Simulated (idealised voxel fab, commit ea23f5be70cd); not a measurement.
process module | voxel self aligned vias
cross-section cut | 275 nm wide | cells 5 nm
A cross-section is a grid of square cells, given in bands from the top down. A band is one or more rows of cells.
Each band's line starts with the height of the band's top and of its bottom, in nm. Then come its materials from left to right, each with its width in nm. One material with "throughout" fills the band from edge to edge. "air" is empty space.
Height 0 is the level under which the wafer as received is all one material. The lowest band goes on downwards, as in "0 down".
A width such as "30 to 40" changes by the same amount from each row of cells to the next, from the band's top row to its bottom row.
"no change" after a step means that no cell of the cross-section changed.
closed voids: empty space of 8 cells or more with no open way to the top, each as width x height at its distance from the left edge, in nm
after a step's settings: what the simulator itself notes on the step
overlay nm, on a step with a mask: how far to the right of its planned place the mask lay; to the left if negative
plan
1 op RECEIVE | material Si
2 op CONFORMAL_DEP | material SiO2 | thk nm 10
3 op CONFORMAL_DEP | material SiCN | thk nm 5
4 op DIRECTIONAL_DEP | material lowk | thk nm 20
5 op DIRECTIONAL_DEP | material aC | thk nm 15
6 op PATTERN | tone open | mask id LINES | material resist | width nm 25 | pitch nm 60 | thk nm 35 | overlay nm 0
7 op DIRECTIONAL_ETCH | etch materials aC | depth nm 15
8 op STRIP | etch materials resist
9 op DIRECTIONAL_ETCH | etch materials lowk | depth nm 20
10 op STRIP | etch materials aC
11 op CONFORMAL_DEP | material TiN | thk nm 5
12 op FILL_DEP | material W | thk nm 5
13 op CMP | height nm 35
14 op SELECTIVE_ETCH | etch materials W Ru TiN | depth nm 5
15 op FILL_DEP | material SiN | thk nm 10
16 op CMP | height nm 35
17 op DIRECTIONAL_DEP | material lowk | thk nm 20
18 op PATTERN | tone open | mask id VIAS | material resist | width nm 35 | pitch nm 120 | thk nm 20 | overlay nm 0
19 op DIRECTIONAL_ETCH | etch materials lowk | depth nm 20
20 op DIRECTIONAL_ETCH | etch materials SiN | depth nm 5
21 op STRIP | etch materials resist
22 op CONFORMAL_DEP | material TiN | thk nm 5
23 op FILL_DEP | material W | thk nm 10
24 op CMP | height nm 55
25 op CONFORMAL_DEP | material SiCN | thk nm 5
as received, after step 1
  0 down: Si throughout
  closed voids: none
a wafer at the end: this start, this plan, one mistake
  60 to 55: SiCN throughout
  55 to 40: lowk 60 | TiN 5 | lowk 25 | TiN 5 | lowk 85 | TiN 5 | lowk 25 | TiN 5 | lowk 60
  40 to 35: lowk 60 | TiN 10 | lowk 15 | TiN 10 | lowk 85 | TiN 10 | lowk 15 | TiN 10 | lowk 60
  35 to 30: lowk 65 | TiN 25 | lowk 35 | SiN 25 | lowk 35 | TiN 25 | lowk 65
  30 to 20: lowk 65 | TiN 5 | W 15 | TiN 5 | lowk 35 | TiN 5 | W 15 | TiN 5 | lowk 35 | TiN 5 | W 15 | TiN 5 | lowk 65
  20 to 15: lowk 65 | TiN 25 | lowk 35 | TiN 25 | lowk 35 | TiN 25 | lowk 65
  15 to 10: SiCN throughout
  10 to 0: SiO2 throughout
  0 down: Si throughout
  closed voids: none
what went wrong: step 23 ran as: op FILL_DEP | material lowk | thk nm 10
